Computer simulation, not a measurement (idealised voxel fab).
The process module that follows is named voxel self aligned vias.
Square cell edge 5 nm, section width 190 nm, ID cut.
Cross-section format: a grid of square cells, given as bands from top to bottom; each band is one or more rows of cells.
What a band's entry tells you: where the top is and where the bottom is, as heights in nm, and after that what lies inside, material by material from left to right, each with its width in nm. Empty space is written as the word "blank", and a single material marked with the word "all across" occupies the band from edge to edge.
All heights in this document are referenced to 0, defined as the level beneath which the wafer, as received, consists entirely of one material. The lowest band is not bounded below; it extends indefinitely downward and is written in the form "0 nm and below".
Think of "30..40" as a width that walks from the first number to the second as you go down the band, top row to bottom row, taking equal-sized steps from row to row.
A step reported as "remained unchanged" is a step in which no cell of the cross-section changed.
So "Entrapped void list" is basically the list of trapped voids: any empty space of 8 cells or more that can't reach the top through an opening. They're written width x height at distance, the distance being from the left edge, and it's all nm.
It should be noted that, on the line of a given step, the content following the step's settings is a remark produced by the simulator itself with respect to that step.
overlay nm: where the mask lay relative to plan, measured to the right, on steps with a mask; negatives go left.

Planned step list for the process
1,op RECEIVE | material Si
2,op CONFORMAL_DEP | material SiO2 | thk nm 15
3,op CONFORMAL_DEP | material SiCN | thk nm 5
4,op DIRECTIONAL_DEP | material lowk | thk nm 20
5,op MASKED_ETCH | tone open | mask id LINES | width nm 25 | pitch nm 70 | etch materials lowk | depth nm 20 | overlay nm 0
6,op CONFORMAL_DEP | material TiN | thk nm 5
7,op FILL_DEP | material W | thk nm 5
8,op CMP | height nm 40
9,op SELECTIVE_ETCH | etch materials W Ru TiN | depth nm 5
10,op FILL_DEP | material SiN | thk nm 10
11,op CMP | height nm 40
12,op DIRECTIONAL_DEP | material lowk | thk nm 15
13,op DIRECTIONAL_DEP | material aC | thk nm 10
14,op PATTERN | tone open | mask id VIAS | material resist | width nm 45 | thk nm 25 | overlay nm 0
15,op DIRECTIONAL_ETCH | etch materials aC | depth nm 10
16,op STRIP | etch materials resist
17,op DIRECTIONAL_ETCH | etch materials lowk | depth nm 15
18,op DIRECTIONAL_ETCH | etch materials SiN | depth nm 5
19,op STRIP | etch materials aC
20,op CONFORMAL_DEP | material TiN | thk nm 5
21,op FILL_DEP | material Cu | thk nm 10
22,op CMP | height nm 55
23,op CONFORMAL_DEP | material SiN | thk nm 5

Cross-section of the wafer upon arrival, representing the state reached after step 1
	0 nm and below  Si all across
	Entrapped void list: none

Run as planned - first of the two wafers cross-sectioned at the end of the module
	60 nm to 55 nm  SiN all across
	55 nm to 45 nm  lowk=35 / TiN=5 / Cu=35 / TiN=5 / lowk=110
	45 nm to 40 nm  lowk=35 / TiN=15 / Cu=15 / TiN=15 / lowk=110
	40 nm to 35 nm  lowk=45 / TiN=25 / lowk=45 / SiN=25 / lowk=50
	35 nm to 25 nm  lowk=45 / TiN=5 / W=15 / TiN=5 / lowk=45 / TiN=5 / W=15 / TiN=5 / lowk=50
	25 nm to 20 nm  lowk=45 / TiN=25 / lowk=45 / TiN=25 / lowk=50
	20 nm to 15 nm  SiCN all across
	15 nm to 0 nm  SiO2 all across
	0 nm and below  Si all across
	Entrapped void list: none

Cross-sectional view of the second of two wafers upon completion of the module. This wafer shared its starting condition and process plan with the first; one error was made during its execution
	60 nm to 55 nm  SiN all across
	55 nm to 40 nm  lowk=35 / TiN=5 / Cu=35 / TiN=5 / lowk=110
	40 nm to 35 nm  lowk=35 / TiN=45 / lowk=35 / SiN=25 / lowk=50
	35 nm to 25 nm  lowk=35 / TiN=15 / W=15 / TiN=15 / lowk=35 / TiN=5 / W=15 / TiN=5 / lowk=50
	25 nm to 20 nm  lowk=45 / TiN=25 / lowk=45 / TiN=25 / lowk=50
	20 nm to 15 nm  SiCN all across
	15 nm to 0 nm  SiO2 all across
	0 nm and below  Si all across
	Entrapped void list: none
Here's what went sideways: twice, step 17 of the plan was run
Final wafer comparison in cells, second versus first, more or fewer per material: 4 more of Cu; 8 more of TiN; 12 fewer of lowk
